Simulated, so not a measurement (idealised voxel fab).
This is a process module. Its name is voxel self aligned contacts.
Section cut is 170 nm wide and gridded with 5 nm square cells.
Think of the cross-section as a grid of square cells. We describe it in bands, top to bottom, and each band covers one or more rows of those cells. Quick guide to a band line: top height, bottom height (nm) up front; then every material left to right with its width in nm. Only one material and it's marked "edge to edge"? Then it fills the band edge to edge. And "air" just means empty space. We count height from 0. Below that, the starting wafer is all one material. The lowest band never ends at the bottom but goes on down; see "0 and below" for how that is written. Think of "30..40" as a width that walks from the first number to the second as you go down the band, top row to bottom row, taking equal-sized steps from row to row. "nothing was modified" means the step left every cell of the cross-section as it was. Empty spaces without an open route to the top, at least 8 cells in extent, make up the entry "Voids lacking openings"; each is given as width x height at distance, where the distance is measured from the left edge, and all are in nm. The remark found on a step's line after its settings is issued by the simulator itself and pertains to that step. What "overlay nm" on a step's line means: if the step has a mask, that mask lay this far to the right of its planned place, or, when the value is negative, to the left.

Intended process steps:
| 1 | RECEIVE with material Si |
| 2 | OXIDIZE with depth nm 5 |
| 3 | DIRECTIONAL_DEP with material polySi, thk nm 30 |
| 4 | DIRECTIONAL_DEP with material SiN, thk nm 25 |
| 5 | DIRECTIONAL_DEP with material aC, thk nm 15 |
| 6 | PATTERN with tone cover, mask id GATE, material resist, width nm 30, pitch nm 75, thk nm 35, overlay nm 0 |
| 7 | DIRECTIONAL_ETCH with etch materials aC, depth nm 15 |
| 8 | STRIP with etch materials resist |
| 9 | DIRECTIONAL_ETCH with etch materials SiN, depth nm 25 |
| 10 | DIRECTIONAL_ETCH with etch materials polySi, depth nm 30 |
| 11 | STRIP with etch materials aC |
| 12 | CONFORMAL_DEP with material SiN, thk nm 10 |
| 13 | DIRECTIONAL_ETCH with etch materials SiN, depth nm 10 |
| 14 | FILL_DEP with material SiO2, thk nm 15 |
| 15 | CMP with height nm 60 |
| 16 | MASKED_ETCH with tone open, mask id CONTACT, width nm 55, etch materials SiO2, depth nm 65, overlay nm 0 |
| 17 | CONFORMAL_DEP with material TiN, thk nm 5 |
| 18 | FILL_DEP with material W, thk nm 5 |
| 19 | CMP with height nm 60 |
| 20 | CONFORMAL_DEP with material SiN, thk nm 5 |

As-received state of the wafer in cross-section, equivalent to post-step 1:
- 0 and below = Si edge to edge
- Voids lacking openings: none

First wafer of two, sectioned at end of module; run went per plan:
- 65 down to 60 = SiN edge to edge
- 60 down to 55 = SiO2 (55), TiN (20), W (15), TiN (20), SiO2 (60)
- 55 down to 30 = SiO2 (20), SiN (50), TiN (5), W (15), TiN (5), SiN (50), SiO2 (25)
- 30 down to 0 = SiO2 (20), SiN (10), polySi (30), SiN (10), TiN (5), W (15), TiN (5), SiN (10), polySi (30), SiN (10), SiO2 (25)
- 0 down to -5 = SiO2 (70), TiN (25), SiO2 (75)
- -5 and below = Si edge to edge
- Voids lacking openings: none

The second wafer, shown in cross-section after the module: started the same way as the first and given the same plan, yet one mistake crept into how it was run:
- 65 down to 60 = SiN edge to edge
- 60 down to 50 = SiO2 (55), TiN (5), W (45), TiN (5), SiO2 (60)
- 50 down to 45 = SiO2 (55), TiN (20), W (15), TiN (20), SiO2 (60)
- 45 down to 20 = SiO2 (20), SiN (50), TiN (5), W (15), TiN (5), SiN (50), SiO2 (25)
- 20 down to 0 = SiO2 (20), SiN (10), polySi (30), SiN (10), TiN (5), W (15), TiN (5), SiN (10), polySi (30), SiN (10), SiO2 (25)
- 0 down to -5 = SiO2 (70), TiN (25), SiO2 (75)
- -5 and below = Si edge to edge
- Voids lacking openings: none
The plan and the run diverged here: note that step 3 departed from the planned setting and was carried out as DIRECTIONAL_DEP with material polySi, thk nm 20
At the finish, the second wafer shows more or fewer cells for some materials than the first does: SiN: 16 fewer | SiO2: 28 more | W: 12 more | polySi: 24 fewer
